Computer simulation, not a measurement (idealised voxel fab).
The process module that follows is named voxel self aligned contacts.
In the cross-section labelled cut, the width is 255 nm and each square cell is 5 nm.
Think of the cross-section as a grid of square cells. We describe it in bands, top to bottom, and each band covers one or more rows of those cells. Basically the band line says how high the top is and how high the bottom is, in nm, and then what's in it from left to right, every material with its width in nm. Empty space shows up as "empty", and if a single material carries "everywhere" it runs the full band edge to edge. The reference from which all heights are counted is 0, the level beneath which the as-received wafer is entirely one material; the lowest band, having no lower bound, proceeds downward and is written after the example "z 0 and below". Width "30..40": first value at the band's top row of cells, second value at its bottom row, equal change from row to row. Any step labelled "no alterations made" changed none of the cells in the cross-section. Enclosed voids (no open way to top), threshold 8 cells or more, entry "Closed cavity list", notation width x height at distance, distance from left edge, nm. Anything after a step's settings on that line? It's the simulator's own note about the step. Regarding "overlay nm": on a step with a mask, it is the distance the mask lay to the right of its planned place; a negative value places it to the left.
THE STEPS PLANNED FOR THE PROCESS ARE AS FOLLOWS
1) RECEIVE [material Si]
2) OXIDIZE [depth nm 5]
3) DIRECTIONAL_DEP [material polySi] [thk nm 30]
4) DIRECTIONAL_DEP [material SiN] [thk nm 25]
5) DIRECTIONAL_DEP [material aC] [thk nm 10]
6) PATTERN [tone cover] [mask id GATE] [material resist] [width nm 20] [pitch nm 75] [thk nm 30] [overlay nm 0]
7) DIRECTIONAL_ETCH [etch materials aC] [depth nm 10]
8) STRIP [etch materials resist]
9) DIRECTIONAL_ETCH [etch materials SiN] [depth nm 25]
10) DIRECTIONAL_ETCH [etch materials polySi] [depth nm 30]
11) STRIP [etch materials aC]
12) CONFORMAL_DEP [material SiN] [thk nm 10]
13) DIRECTIONAL_ETCH [etch materials SiN] [depth nm 10]
14) FILL_DEP [material SiO2] [thk nm 15]
15) CMP [height nm 60]
16) MASKED_ETCH [tone open] [mask id CONTACT] [width nm 55] [etch materials SiO2] [depth nm 65] [overlay nm 0]
17) CONFORMAL_DEP [material TiN] [thk nm 5]
18) FILL_DEP [material W] [thk nm 5]
19) CMP [height nm 60]
20) CONFORMAL_DEP [material SiCN] [thk nm 5]
Keep in mind the plan's value for the width nm of step 6 comes from the first wafer; the wafers don't share that setting, but they do share the same starting point.
AS-RECEIVED STATE AFTER STEP 1, FIRST OF SEVERAL WAFERS, CROSS-SECTION
	z 0 and below: Si everywhere
	Closed cavity list: none
BASICALLY EACH WAFER GETS A LINE IN THE TABLE, SHOWING IT AT THE END OF THE MODULE: MATERIAL BY MATERIAL, THE CELLS IT GAINED (+) OR LOST (-) SINCE WE GOT IT, THEN ITS CLOSED VOIDS
width nm 20; -51 Si; +51 SiCN; +128 SiN; +392 SiO2; +35 TiN; +60 W; +48 polySi; Closed cavity list: none
width nm 25; -51 Si; +51 SiCN; +138 SiN; +382 SiO2; +35 TiN; +48 W; +60 polySi; Closed cavity list: none
width nm 30; -51 Si; +51 SiCN; +148 SiN; +372 SiO2; +35 TiN; +36 W; +72 polySi; Closed cavity list: none
width nm 35; -51 Si; +51 SiCN; +158 SiN; +362 SiO2; +35 TiN; +24 W; +84 polySi; Closed cavity list: none
width nm 40; -51 Si; +51 SiCN; +168 SiN; +352 SiO2; +35 TiN; +12 W; +96 polySi; Closed cavity list: none
width nm 45; -51 Si; +51 SiCN; +178 SiN; +342 SiO2; +35 TiN; +108 polySi; Closed cavity list: none
